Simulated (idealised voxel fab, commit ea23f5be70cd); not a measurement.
The process module that follows is named voxel wiring stack.
285 nm wide, 5 nm square cells: that's cross-section cut.
Square cells in a grid make up a cross-section in this document, and the grid is given as bands, listed from the top down, each one or more rows of cells.
A band entry consists of two parts. The first gives the height of the band's top and the height of its bottom, in nm. The rest lists the band's materials from left to right, each with its width in nm. A single material labelled with the word "full width" fills the band from edge to edge, and the word "air" marks empty space.
Height is counted from the level 0, under which the received wafer is composed throughout of one material. The lowest of the bands is not closed at the bottom but continues downward, in the notation "0 and below".
Note: "30->40" means the width goes from the first number (top row of the band) to the second number (bottom row) in equal steps per row of cells.
Reading "nothing got changed" for a step: not a cell of the cross-section changed in it.
This entry, "Voids lacking openings", enumerates those empty regions of no fewer than 8 cells that possess no open connection to the top. Each region is reported in the form width x height at distance, the distance being taken from the left edge, with all three quantities expressed in nm.
On a step's line, text after the settings is the simulator commenting on that step.
On any step carrying a mask, the "overlay nm" setting, if present on the step's line, tells how far right of its planned place the mask lay; negative values point to the left.
List of planned process steps:
1: RECEIVE: material Si
2: CONFORMAL_DEP: material SiO2, thk nm 15
3: CONFORMAL_DEP: material SiCN, thk nm 5
4: DIRECTIONAL_DEP: material SiO2, thk nm 25
5: PATTERN: tone open, mask id METAL_1, material resist, width nm 25, pitch nm 45, thk nm 20, overlay nm 0
6: DIRECTIONAL_ETCH: etch materials SiO2, depth nm 25
7: DIRECTIONAL_ETCH: etch materials SiCN, depth nm 5
8: STRIP: etch materials resist
9: CONFORMAL_DEP: material TiN, thk nm 5
10: FILL_DEP: material Cu, thk nm 10
11: CMP: height nm 45
12: CONFORMAL_DEP: material SiCN, thk nm 5
13: DIRECTIONAL_DEP: material lowk, thk nm 35
14: PATTERN: tone open, mask id METAL_2, material resist, width nm 15, pitch nm 45, thk nm 15, overlay nm 0
15: DIRECTIONAL_ETCH: etch materials lowk, depth nm 20
16: STRIP: etch materials resist
17: MASKED_ETCH: tone open, mask id METAL_2_HOLES, width nm 15, etch materials lowk, depth nm 15, overlay nm 0
18: MASKED_ETCH: tone open, mask id METAL_2_HOLES, width nm 15, etch materials SiCN, depth nm 5, overlay nm 0
19: CONFORMAL_DEP: material TiN, thk nm 5
20: FILL_DEP: material Ru, thk nm 10
21: CMP: height nm 85
22: CONFORMAL_DEP: material SiN, thk nm 5
The width nm used in step 14 is not the same on every wafer, whereas the starting condition is; the value printed in the plan is the first wafer's.
As received, i.e. after step 1: cross-section through the first of several wafers:
  0 and below  Si full width
  Voids lacking openings: none
What follows is a table in which each wafer occupies a row; for the wafer as it stands at the close of the module, the row states, material by material, how many cells have been gained (+) or lost (-) since receipt, and then gives its closed voids:
width nm 15 | +30 Cu | +8 Ru | +102 SiCN | +57 SiN | +406 SiO2 | +57 TiN | +366 lowk | Voids lacking openings: none
width nm 20 | +30 Cu | +14 Ru | +102 SiCN | +57 SiN | +406 SiO2 | +59 TiN | +358 lowk | Voids lacking openings: none
width nm 25 | +30 Cu | +22 Ru | +101 SiCN | +57 SiN | +406 SiO2 | +60 TiN | +350 lowk | Voids lacking openings: none
width nm 30 | +30 Cu | +28 Ru | +101 SiCN | +57 SiN | +406 SiO2 | +62 TiN | +342 lowk | Voids lacking openings: none
